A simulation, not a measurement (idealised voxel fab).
Herein follows the process module entitled voxel wiring stack.
Cross-section cut: width 270 nm, square cells of 5 nm.
In what follows, cross-sections appear as grids of square cells, described through bands that run from the top down, where every band is one or more rows of cells.
Top height, bottom height, nm. Materials left to right, width each, nm. Single material + "everywhere" = fills band edge to edge. "empty" = empty.
Heights from 0 (as-received wafer is one material below). Bottom band endless downward, as "0 and below".
The two numbers in a width such as "30->40" mark its ends across the band: the first belongs to the top row of cells, the second to the bottom row, and from each row to the next the width moves by the same amount.
Where a step carries "identical to before", the cross-section came out of it unchanged, cell for cell.
You'll see "Closed void roster" listing empty spaces that have no way open to the top, as long as they're 8 cells or more; the notation is width x height at distance, where the distance is from the left edge, and all of it is in nm.
after a step's settings: what the simulator itself notes on the step
overlay nm: mask offset rightward from planned place, masked step; negative means leftward offset.

Intended process steps:
step 1: RECEIVE (material Si)
step 2: CONFORMAL_DEP (material SiO2; thk nm 15)
step 3: DIRECTIONAL_DEP (material TiN; thk nm 5)
step 4: DIRECTIONAL_DEP (material Ru; thk nm 20)
step 5: MASKED_ETCH (tone cover; mask id METAL_1; width nm 25; pitch nm 45; etch materials Ru; depth nm 20; overlay nm 0)
step 6: MASKED_ETCH (tone cover; mask id METAL_1; width nm 25; pitch nm 45; etch materials TiN; depth nm 5; overlay nm 0)
step 7: CONFORMAL_DEP (material SiCN; thk nm 5)
step 8: FILL_DEP (material SiO2; thk nm 10)
step 9: CMP (height nm 40)
step 10: CONFORMAL_DEP (material SiCN; thk nm 5)
step 11: DIRECTIONAL_DEP (material lowk; thk nm 30)
step 12: DIRECTIONAL_DEP (material aC; thk nm 10)
step 13: PATTERN (tone open; mask id METAL_2_HOLES; material resist; width nm 15; pitch nm 45; thk nm 25; overlay nm 0)
step 14: DIRECTIONAL_ETCH (etch materials aC; depth nm 10)
step 15: STRIP (etch materials resist)
step 16: DIRECTIONAL_ETCH (etch materials lowk; depth nm 30)
step 17: STRIP (etch materials aC)
step 18: MASKED_ETCH (tone open; mask id METAL_2; width nm 25; pitch nm 45; etch materials lowk; depth nm 15; overlay nm 0)
step 19: MASKED_ETCH (tone open; mask id METAL_2; width nm 25; pitch nm 45; etch materials SiCN; depth nm 5; overlay nm 0)
step 20: CONFORMAL_DEP (material TiN; thk nm 5)
step 21: FILL_DEP (material Ru; thk nm 10)
step 22: CMP (height nm 75)
step 23: CONFORMAL_DEP (material SiCN; thk nm 5)
step 24: DIRECTIONAL_DEP (material lowk; thk nm 10)
step 25: PATTERN (tone open; mask id PLUG_2; material resist; width nm 15; pitch nm 45; thk nm 20; overlay nm 0)
step 26: DIRECTIONAL_ETCH (etch materials lowk; depth nm 10)
step 27: DIRECTIONAL_ETCH (etch materials SiCN; depth nm 5)
step 28: STRIP (etch materials resist)
step 29: EPI (material Ru; thk nm 10)
step 30: EPI (material Ru; thk nm 5)
step 31: DIRECTIONAL_DEP (material TiN; thk nm 5)
step 32: DIRECTIONAL_DEP (material W; thk nm 25)
step 33: MASKED_ETCH (tone cover; mask id METAL_3; width nm 25; pitch nm 45; etch materials W; depth nm 25; overlay nm 0)
step 34: MASKED_ETCH (tone cover; mask id METAL_3; width nm 25; pitch nm 45; etch materials TiN; depth nm 5; overlay nm 0)
step 35: FILL_DEP (material lowk; thk nm 10)
step 36: CMP (height nm 120)
step 37: CONFORMAL_DEP (material SiCN; thk nm 5)

On the first of the two wafers: run conducted according to plan:

As-received state of the wafer in cross-section, equivalent to post-step 1:
> 0 and below: Si everywhere
> Closed void roster: none

Cross-section of the wafer subsequent to step 2:
> 15 down to 0: SiO2 everywhere
> Beneath the level 0, the cross-section is identical to its previous state.

Cross-section of the wafer subsequent to step 3:
> 20 down to 15: TiN everywhere
> Beneath the level 15, the cross-section is identical to its previous state.

Cross-section of the wafer subsequent to step 4:
> 40 down to 20: Ru everywhere
> Beneath the level 20, the cross-section is identical to its previous state.

Cross-section of the wafer subsequent to step 5:
> 40 down to 20: empty: 75  Ru: 25  empty: 20  Ru: 25  empty: 20  Ru: 25  empty: 80
> Beneath the level 20, the cross-section is identical to its previous state.

Cross-section of the wafer subsequent to step 6:
> 40 down to 20: empty: 75  Ru: 25  empty: 20  Ru: 25  empty: 20  Ru: 25  empty: 80
> 20 down to 15: empty: 75  TiN: 25  empty: 20  TiN: 25  empty: 20  TiN: 25  empty: 80
> Beneath the level 15, the cross-section is identical to its previous state.

Cross-section of the wafer subsequent to step 7:
> 45 down to 40: empty: 70  SiCN: 35  empty: 10  SiCN: 35  empty: 10  SiCN: 35  empty: 75
> 40 down to 20: empty: 70  SiCN: 5  Ru: 25  SiCN: 5  empty: 10  SiCN: 5  Ru: 25  SiCN: 5  empty: 10  SiCN: 5  Ru: 25  SiCN: 5  empty: 75
> 20 down to 15: SiCN: 75  TiN: 25  SiCN: 20  TiN: 25  SiCN: 20  TiN: 25  SiCN: 80
> Beneath the level 15, the cross-section is identical to its previous state.

Cross-section of the wafer subsequent to step 8:
> 55 down to 45: SiO2 everywhere
> 45 down to 40: SiO2: 70  SiCN: 35  SiO2: 10  SiCN: 35  SiO2: 10  SiCN: 35  SiO2: 75
> 40 down to 20: SiO2: 70  SiCN: 5  Ru: 25  SiCN: 5  SiO2: 10  SiCN: 5  Ru: 25  SiCN: 5  SiO2: 10  SiCN: 5  Ru: 25  SiCN: 5  SiO2: 75
> Beneath the level 20, the cross-section is identical to its previous state.

Cross-section of the wafer subsequent to step 9:
> 40 down to 20: SiO2: 70  SiCN: 5  Ru: 25  SiCN: 5  SiO2: 10  SiCN: 5  Ru: 25  SiCN: 5  SiO2: 10  SiCN: 5  Ru: 25  SiCN: 5  SiO2: 75
> Beneath the level 20, the cross-section is identical to its previous state.

Cross-section of the wafer subsequent to step 10:
> 45 down to 40: SiCN everywhere
> Beneath the level 40, the cross-section is identical to its previous state.

Cross-section of the wafer subsequent to step 11:
> 75 down to 45: lowk everywhere
> Beneath the level 45, the cross-section is identical to its previous state.

Cross-section of the wafer subsequent to step 12:
> 85 down to 75: aC everywhere
> Beneath the level 75, the cross-section is identical to its previous state.

Cross-section of the wafer subsequent to step 13:
> 110 down to 85: resist: 75  empty: 15  resist: 30  empty: 15  resist: 30  empty: 15  resist: 90
> Beneath the level 85, the cross-section is identical to its previous state.

Cross-section of the wafer subsequent to step 14:
> 100 down to 85: resist: 75  empty: 15  resist: 30  empty: 15  resist: 30  empty: 15  resist: 90
> 85 down to 75: aC: 75  empty: 15  aC: 30  empty: 15  aC: 30  empty: 15  aC: 90
> Beneath the level 75, the cross-section is identical to its previous state.

Cross-section of the wafer subsequent to step 15:
> 85 down to 75: aC: 75  empty: 15  aC: 30  empty: 15  aC: 30  empty: 15  aC: 90
> Beneath the level 75, the cross-section is identical to its previous state.

Cross-section of the wafer subsequent to step 16:
> 85 down to 75: aC: 75  empty: 15  aC: 30  empty: 15  aC: 30  empty: 15  aC: 90
> 75 down to 45: lowk: 75  empty: 15  lowk: 30  empty: 15  lowk: 30  empty: 15  lowk: 90
> Beneath the level 45, the cross-section is identical to its previous state.

Cross-section of the wafer subsequent to step 17:
> 75 down to 45: lowk: 75  empty: 15  lowk: 30  empty: 15  lowk: 30  empty: 15  lowk: 90
> Beneath the level 45, the cross-section is identical to its previous state.

Cross-section of the wafer subsequent to step 18:
> 75 down to 60: lowk: 75  empty: 25  lowk: 20  empty: 25  lowk: 20  empty: 25  lowk: 80
> Beneath the level 60, the cross-section is identical to its previous state.

Cross-section of the wafer subsequent to step 19:
> 75 down to 60: lowk: 75  empty: 25  lowk: 20  empty: 25  lowk: 20  empty: 25  lowk: 80
> 60 down to 45: lowk: 75  empty: 15  lowk: 30  empty: 15  lowk: 30  empty: 15  lowk: 90
> 45 down to 40: SiCN: 75  empty: 15  SiCN: 30  empty: 15  SiCN: 30  empty: 15  SiCN: 90
> Beneath the level 40, the cross-section is identical to its previous state.

Cross-section of the wafer subsequent to step 20:
> 80 down to 75: TiN: 80  empty: 15  TiN: 30  empty: 15  TiN: 30  empty: 15  TiN: 85
> 75 down to 65: lowk: 75  TiN: 5  empty: 15  TiN: 5  lowk: 20  TiN: 5  empty: 15  TiN: 5  lowk: 20  TiN: 5  empty: 15  TiN: 5  lowk: 80
> 65 down to 60: lowk: 75  TiN: 5  empty: 5  TiN: 15  lowk: 20  TiN: 5  empty: 5  TiN: 15  lowk: 20  TiN: 5  empty: 5  TiN: 15  lowk: 80
> 60 down to 45: lowk: 75  TiN: 5  empty: 5  TiN: 5  lowk: 30  TiN: 5  empty: 5  TiN: 5  lowk: 30  TiN: 5  empty: 5  TiN: 5  lowk: 90
> 45 down to 40: SiCN: 75  TiN: 15  SiCN: 30  TiN: 15  SiCN: 30  TiN: 15  SiCN: 90
> Beneath the level 40, the cross-section is identical to its previous state.

Cross-section of the wafer subsequent to step 21:
> 90 down to 80: Ru everywhere
> 80 down to 75: TiN: 80  Ru: 15  TiN: 30  Ru: 15  TiN: 30  Ru: 15  TiN: 85
> 75 down to 65: lowk: 75  TiN: 5  Ru: 15  TiN: 5  lowk: 20  TiN: 5  Ru: 15  TiN: 5  lowk: 20  TiN: 5  Ru: 15  TiN: 5  lowk: 80
> 65 down to 60: lowk: 75  TiN: 5  Ru: 5  TiN: 15  lowk: 20  TiN: 5  Ru: 5  TiN: 15  lowk: 20  TiN: 5  Ru: 5  TiN: 15  lowk: 80
> 60 down to 45: lowk: 75  TiN: 5  Ru: 5  TiN: 5  lowk: 30  TiN: 5  Ru: 5  TiN: 5  lowk: 30  TiN: 5  Ru: 5  TiN: 5  lowk: 90
> Beneath the level 45, the cross-section is identical to its previous state.

Cross-section of the wafer subsequent to step 22:
> 75 down to 65: lowk: 75  TiN: 5  Ru: 15  TiN: 5  lowk: 20  TiN: 5  Ru: 15  TiN: 5  lowk: 20  TiN: 5  Ru: 15  TiN: 5  lowk: 80
> Beneath the level 65, the cross-section is identical to its previous state.

Cross-section of the wafer subsequent to step 23:
> 80 down to 75: SiCN everywhere
> Beneath the level 75, the cross-section is identical to its previous state.

Cross-section of the wafer subsequent to step 24:
> 90 down to 80: lowk everywhere
> Beneath the level 80, the cross-section is identical to its previous state.

Cross-section of the wafer subsequent to step 25:
> 110 down to 90: resist: 75  empty: 15  resist: 30  empty: 15  resist: 30  empty: 15  resist: 90
> Beneath the level 90, the cross-section is identical to its previous state.

Cross-section of the wafer subsequent to step 26:
> 110 down to 90: resist: 75  empty: 15  resist: 30  empty: 15  resist: 30  empty: 15  resist: 90
> 90 down to 80: lowk: 75  empty: 15  lowk: 30  empty: 15  lowk: 30  empty: 15  lowk: 90
> Beneath the level 80, the cross-section is identical to its previous state.

Cross-section of the wafer subsequent to step 27:
> 110 down to 90: resist: 75  empty: 15  resist: 30  empty: 15  resist: 30  empty: 15  resist: 90
> 90 down to 80: lowk: 75  empty: 15  lowk: 30  empty: 15  lowk: 30  empty: 15  lowk: 90
> 80 down to 75: SiCN: 75  empty: 15  SiCN: 30  empty: 15  SiCN: 30  empty: 15  SiCN: 90
> Beneath the level 75, the cross-section is identical to its previous state.

Cross-section of the wafer subsequent to step 28:
> 90 down to 80: lowk: 75  empty: 15  lowk: 30  empty: 15  lowk: 30  empty: 15  lowk: 90
> Beneath the level 80, the cross-section is identical to its previous state.

Cross-section of the wafer subsequent to step 29:
> 90 down to 85: lowk: 75  empty: 15  lowk: 30  empty: 15  lowk: 30  empty: 15  lowk: 90
> 85 down to 80: lowk: 75  Ru: 15  lowk: 30  Ru: 15  lowk: 30  Ru: 15  lowk: 90
> 80 down to 75: SiCN: 75  Ru: 15  SiCN: 30  Ru: 15  SiCN: 30  Ru: 15  SiCN: 90
> Beneath the level 75, the cross-section is identical to its previous state.

Cross-section of the wafer subsequent to step 30:
> 90 down to 80: lowk: 75  Ru: 15  lowk: 30  Ru: 15  lowk: 30  Ru: 15  lowk: 90
> Beneath the level 80, the cross-section is identical to its previous state.

Cross-section of the wafer subsequent to step 31:
> 95 down to 90: TiN everywhere
> Beneath the level 90, the cross-section is identical to its previous state.

Cross-section of the wafer subsequent to step 32:
> 120 down to 95: W everywhere
> Beneath the level 95, the cross-section is identical to its previous state.

Cross-section of the wafer subsequent to step 33:
> 120 down to 95: empty: 75  W: 25  empty: 20  W: 25  empty: 20  W: 25  empty: 80
> Beneath the level 95, the cross-section is identical to its previous state.

Cross-section of the wafer subsequent to step 34:
> 120 down to 95: empty: 75  W: 25  empty: 20  W: 25  empty: 20  W: 25  empty: 80
> 95 down to 90: empty: 75  TiN: 25  empty: 20  TiN: 25  empty: 20  TiN: 25  empty: 80
> Beneath the level 90, the cross-section is identical to its previous state.

Cross-section of the wafer subsequent to step 35:
> 130 down to 120: lowk everywhere
> 120 down to 95: lowk: 75  W: 25  lowk: 20  W: 25  lowk: 20  W: 25  lowk: 80
> 95 down to 90: lowk: 75  TiN: 25  lowk: 20  TiN: 25  lowk: 20  TiN: 25  lowk: 80
> Beneath the level 90, the cross-section is identical to its previous state.

Cross-section of the wafer subsequent to step 36:
> 120 down to 95: lowk: 75  W: 25  lowk: 20  W: 25  lowk: 20  W: 25  lowk: 80
> Beneath the level 95, the cross-section is identical to its previous state.

Cross-section of the wafer subsequent to step 37:
> 125 down to 120: SiCN everywhere
> Beneath the level 120, the cross-section is identical to its previous state.

Here the second wafer is described. Its start and its plan were those of the first wafer. Its run contained one mistake. Up to and including step 20, it did exactly what the first wafer did:

Cross-sectional representation of the second wafer at the time designated in the plan for the completion of step 21:
> 90 down to 80: W everywhere
> 80 down to 75: TiN: 80  W: 15  TiN: 30  W: 15  TiN: 30  W: 15  TiN: 85
> 75 down to 65: lowk: 75  TiN: 5  W: 15  TiN: 5  lowk: 20  TiN: 5  W: 15  TiN: 5  lowk: 20  TiN: 5  W: 15  TiN: 5  lowk: 80
> 65 down to 60: lowk: 75  TiN: 5  W: 5  TiN: 15  lowk: 20  TiN: 5  W: 5  TiN: 15  lowk: 20  TiN: 5  W: 5  TiN: 15  lowk: 80
> 60 down to 45: lowk: 75  TiN: 5  W: 5  TiN: 5  lowk: 30  TiN: 5  W: 5  TiN: 5  lowk: 30  TiN: 5  W: 5  TiN: 5  lowk: 90
> Beneath the level 45, the cross-section is identical to its previous state.

Cross-sectional representation of the second wafer at the time designated in the plan for the completion of step 22:
> 75 down to 65: lowk: 75  TiN: 5  W: 15  TiN: 5  lowk: 20  TiN: 5  W: 15  TiN: 5  lowk: 20  TiN: 5  W: 15  TiN: 5  lowk: 80
> Beneath the level 65, the cross-section is identical to its previous state.

Cross-sectional representation of the second wafer at the time designated in the plan for the completion of step 23:
> 80 down to 75: SiCN everywhere
> Beneath the level 75, the cross-section is identical to its previous state.

Cross-sectional representation of the second wafer at the time designated in the plan for the completion of step 24:
> 90 down to 80: lowk everywhere
> Beneath the level 80, the cross-section is identical to its previous state.

Cross-sectional representation of the second wafer at the time designated in the plan for the completion of step 25:
> 110 down to 90: resist: 75  empty: 15  resist: 30  empty: 15  resist: 30  empty: 15  resist: 90
> Beneath the level 90, the cross-section is identical to its previous state.

Cross-sectional representation of the second wafer at the time designated in the plan for the completion of step 26:
> 110 down to 90: resist: 75  empty: 15  resist: 30  empty: 15  resist: 30  empty: 15  resist: 90
> 90 down to 80: lowk: 75  empty: 15  lowk: 30  empty: 15  lowk: 30  empty: 15  lowk: 90
> Beneath the level 80, the cross-section is identical to its previous state.

Cross-sectional representation of the second wafer at the time designated in the plan for the completion of step 27:
> 110 down to 90: resist: 75  empty: 15  resist: 30  empty: 15  resist: 30  empty: 15  resist: 90
> 90 down to 80: lowk: 75  empty: 15  lowk: 30  empty: 15  lowk: 30  empty: 15  lowk: 90
> 80 down to 75: SiCN: 75  empty: 15  SiCN: 30  empty: 15  SiCN: 30  empty: 15  SiCN: 90
> Beneath the level 75, the cross-section is identical to its previous state.

Cross-sectional representation of the second wafer at the time designated in the plan for the completion of step 28:
> 90 down to 80: lowk: 75  empty: 15  lowk: 30  empty: 15  lowk: 30  empty: 15  lowk: 90
> Beneath the level 80, the cross-section is identical to its previous state.

Cross-sectional representation of the second wafer at the time designated in the plan for the completion of step 29:
> 90 down to 85: lowk: 75  empty: 15  lowk: 30  empty: 15  lowk: 30  empty: 15  lowk: 90
> 85 down to 80: lowk: 75  Ru: 15  lowk: 30  Ru: 15  lowk: 30  Ru: 15  lowk: 90
> 80 down to 75: SiCN: 75  Ru: 15  SiCN: 30  Ru: 15  SiCN: 30  Ru: 15  SiCN: 90
> Beneath the level 75, the cross-section is identical to its previous state.

Cross-sectional representation of the second wafer at the time designated in the plan for the completion of step 30:
> 90 down to 80: lowk: 75  Ru: 15  lowk: 30  Ru: 15  lowk: 30  Ru: 15  lowk: 90
> Beneath the level 80, the cross-section is identical to its previous state.

Cross-sectional representation of the second wafer at the time designated in the plan for the completion of step 31:
> 95 down to 90: TiN everywhere
> Beneath the level 90, the cross-section is identical to its previous state.

Cross-sectional representation of the second wafer at the time designated in the plan for the completion of step 32:
> 120 down to 95: W everywhere
> Beneath the level 95, the cross-section is identical to its previous state.

Cross-sectional representation of the second wafer at the time designated in the plan for the completion of step 33:
> 120 down to 95: empty: 75  W: 25  empty: 20  W: 25  empty: 20  W: 25  empty: 80
> Beneath the level 95, the cross-section is identical to its previous state.

Cross-sectional representation of the second wafer at the time designated in the plan for the completion of step 34:
> 120 down to 95: empty: 75  W: 25  empty: 20  W: 25  empty: 20  W: 25  empty: 80
> 95 down to 90: empty: 75  TiN: 25  empty: 20  TiN: 25  empty: 20  TiN: 25  empty: 80
> Beneath the level 90, the cross-section is identical to its previous state.

Cross-sectional representation of the second wafer at the time designated in the plan for the completion of step 35:
> 130 down to 120: lowk everywhere
> 120 down to 95: lowk: 75  W: 25  lowk: 20  W: 25  lowk: 20  W: 25  lowk: 80
> 95 down to 90: lowk: 75  TiN: 25  lowk: 20  TiN: 25  lowk: 20  TiN: 25  lowk: 80
> Beneath the level 90, the cross-section is identical to its previous state.

Cross-sectional representation of the second wafer at the time designated in the plan for the completion of step 36:
> 120 down to 95: lowk: 75  W: 25  lowk: 20  W: 25  lowk: 20  W: 25  lowk: 80
> Beneath the level 95, the cross-section is identical to its previous state.

Cross-sectional representation of the second wafer at the time designated in the plan for the completion of step 37:
> 125 down to 120: SiCN everywhere
> Beneath the level 120, the cross-section is identical to its previous state.
Where did the run depart from the plan? heads up, step 21 didn't go per plan, it actually ran as FILL_DEP (material W; thk nm 10)
Per the end-of-run cell counts, the second wafer holds more or fewer of some materials than the first: -30 Ru; +30 W
